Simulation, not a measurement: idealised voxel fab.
process module | voxel self aligned vias
cross-section cut | 290 nm wide | cells 5 nm
A cross-section is a grid of square cells, given in bands from the top down. A band is one or more rows of cells.
Each band's line starts with the height of the band's top and of its bottom, in nm. Then come its materials from left to right, each with its width in nm. One material with "throughout" fills the band from edge to edge. "air" is empty space.
Height 0 is the level under which the wafer as received is all one material. The lowest band goes on downwards, as in "0 down".
A width such as "30 to 40" changes by the same amount from each row of cells to the next, from the band's top row to its bottom row.
"no change" after a step means that no cell of the cross-section changed.
closed voids: empty space of 8 cells or more with no open way to the top, each as width x height at its distance from the left edge, in nm
after a step's settings: what the simulator itself notes on the step
overlay nm, on a step with a mask: how far to the right of its planned place the mask lay; to the left if negative
plan
1 op RECEIVE | material Si
2 op CONFORMAL_DEP | material SiO2 | thk nm 15
3 op CONFORMAL_DEP | material SiCN | thk nm 5
4 op DIRECTIONAL_DEP | material SiO2 | thk nm 30
5 op DIRECTIONAL_DEP | material aC | thk nm 15
6 op PATTERN | tone open | mask id LINES | material resist | width nm 20 | pitch nm 70 | thk nm 30 | overlay nm 0
7 op DIRECTIONAL_ETCH | etch materials aC | depth nm 15
8 op STRIP | etch materials resist
9 op DIRECTIONAL_ETCH | etch materials SiO2 | depth nm 30
10 op STRIP | etch materials aC
11 op CONFORMAL_DEP | material TiN | thk nm 5
12 op FILL_DEP | material W | thk nm 10
13 op CMP | height nm 50
14 op SELECTIVE_ETCH | etch materials W Ru TiN | depth nm 10
15 op FILL_DEP | material SiN | thk nm 5
16 op CMP | height nm 50
17 op DIRECTIONAL_DEP | material SiO2 | thk nm 15
18 op DIRECTIONAL_DEP | material aC | thk nm 15
19 op PATTERN | tone open | mask id VIAS | material resist | width nm 50 | pitch nm 70 | thk nm 30 | overlay nm 0
20 op DIRECTIONAL_ETCH | etch materials aC | depth nm 15
21 op STRIP | etch materials resist
22 op DIRECTIONAL_ETCH | etch materials SiO2 | depth nm 15
23 op DIRECTIONAL_ETCH | etch materials SiN | depth nm 10
24 op STRIP | etch materials aC
25 op CONFORMAL_DEP | material TiN | thk nm 5
26 op FILL_DEP | material W | thk nm 5
27 op CMP | height nm 65
28 op CONFORMAL_DEP | material SiCN | thk nm 5
varied across the wafers: width nm of step 6. The plan shows the first wafer's value. All wafers start alike
first wafer as received, after step 1
  0 down: Si throughout
  closed voids: none
first wafer at the end, after step 28
  70 to 65: SiCN throughout
  65 to 55: SiO2 85 | TiN 5 | W 40 | TiN 5 | SiO2 20 | TiN 5 | W 40 | TiN 5 | SiO2 85
  55 to 45: SiO2 85 to 100 | TiN 20 to 5 | W 10 | TiN 20 to 5 | SiO2 20 to 50 | TiN 20 to 5 | W 10 | TiN 20 to 5 | SiO2 85 to 100
  45 to 40: SiO2 100 | TiN 20 | SiO2 50 | TiN 20 | SiO2 100
  40 to 25: SiO2 100 | TiN 5 | W 10 | TiN 5 | SiO2 50 | TiN 5 | W 10 | TiN 5 | SiO2 100
  25 to 20: SiO2 100 | TiN 20 | SiO2 50 | TiN 20 | SiO2 100
  20 to 15: SiCN throughout
  15 to 0: SiO2 throughout
  0 down: Si throughout
  closed voids: none
last wafer at the end
  70 to 65: SiCN throughout
  65 to 55: SiO2 85 | TiN 5 | W 40 | TiN 5 | SiO2 20 | TiN 5 | W 40 | TiN 5 | SiO2 85
  55 to 45: SiO2 85 to 90 | TiN 10 to 5 | W 35 | TiN 5 | SiO2 20 to 25 | TiN 10 to 5 | W 35 | TiN 5 | SiO2 85
  45 to 40: SiO2 90 | TiN 45 | SiO2 25 | TiN 45 | SiO2 85
  40 to 25: SiO2 90 | TiN 5 | W 35 | TiN 5 | SiO2 25 | TiN 5 | W 35 | TiN 5 | SiO2 85
  25 to 20: SiO2 90 | TiN 45 | SiO2 25 | TiN 45 | SiO2 85
  20 to 15: SiCN throughout
  15 to 0: SiO2 throughout
  0 down: Si throughout
  closed voids: none
each wafer at the end: cells of each material gained (+) or lost (-) since it was received, then its closed voids
width nm 20 | +116 SiCN | +588 SiO2 | +56 TiN | +52 W | closed voids: none
width nm 25 | +116 SiCN | +576 SiO2 | +58 TiN | +62 W | closed voids: none
width nm 30 | +116 SiCN | +564 SiO2 | +60 TiN | +72 W | closed voids: none
width nm 35 | +116 SiCN | +552 SiO2 | +62 TiN | +82 W | closed voids: none
width nm 40 | +116 SiCN | +540 SiO2 | +64 TiN | +92 W | closed voids: none
width nm 45 | +116 SiCN | +528 SiO2 | +66 TiN | +102 W | closed voids: none
